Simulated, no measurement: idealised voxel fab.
process module | voxel ribs on slabs
cross-section cut | 240 nm wide | cells 5 nm
A cross-section is a grid of square cells, given in bands from the top down. A band is one or more rows of cells.
Each band's line starts with the height of the band's top and of its bottom, in nm. Then come its materials from left to right, each with its width in nm. One material with "throughout" fills the band from edge to edge. "air" is empty space.
Height 0 is the level under which the wafer as received is all one material. The lowest band goes on downwards, as in "0 down".
A width such as "30 to 40" changes by the same amount from each row of cells to the next, from the band's top row to its bottom row.
"no change" after a step means that no cell of the cross-section changed.
closed voids: empty space of 8 cells or more with no open way to the top, each as width x height at its distance from the left edge, in nm
after a step's settings: what the simulator itself notes on the step
overlay nm, on a step with a mask: how far to the right of its planned place the mask lay; to the left if negative
plan
1 op RECEIVE | material Si
2 op DIRECTIONAL_DEP | material SiO2 | thk nm 30
3 op DIRECTIONAL_DEP | material SiN | thk nm 20
4 op MASKED_ETCH | tone cover | mask id RIB | width nm 25 | etch materials SiN | depth nm 5 | overlay nm 0
5 op PATTERN | tone cover | mask id SLAB | material resist | width nm 65 | thk nm 20 | overlay nm 0
6 op DIRECTIONAL_ETCH | etch materials SiN | depth nm 15
7 op STRIP | etch materials resist
8 op FILL_DEP | material SiO2 | thk nm 15
9 op CMP | height nm 60
10 op DIRECTIONAL_DEP | material TiN | thk nm 5
11 op DIRECTIONAL_DEP | material aC | thk nm 10
12 op PATTERN | tone cover | mask id HEATER | material resist | width nm 35 | thk nm 25 | overlay nm 0
13 op DIRECTIONAL_ETCH | etch materials aC | depth nm 10
14 op STRIP | etch materials resist
15 op DIRECTIONAL_ETCH | etch materials TiN | depth nm 5
16 op STRIP | etch materials aC
17 op CONFORMAL_DEP | material SiO2 | thk nm 10
as received, after step 1
  0 down: Si throughout
  closed voids: none
a wafer at the end: this start, this plan, one mistake
  75 to 70: air 90 | SiO2 55 | air 95
  70 to 65: SiO2 throughout
  65 to 60: SiO2 100 | TiN 35 | SiO2 105
  60 to 50: SiO2 throughout
  50 to 45: SiO2 85 | SiN 20 | SiO2 25 | SiN 20 | SiO2 90
  45 to 35: SiO2 85 | SiN 65 | SiO2 90
  35 to 30: SiN throughout
  30 to 0: SiO2 throughout
  0 down: Si throughout
  closed voids: none
what went wrong: step 4 ran as: op MASKED_ETCH | tone open | mask id RIB | width nm 25 | etch materials SiN | depth nm 5 | overlay nm 0
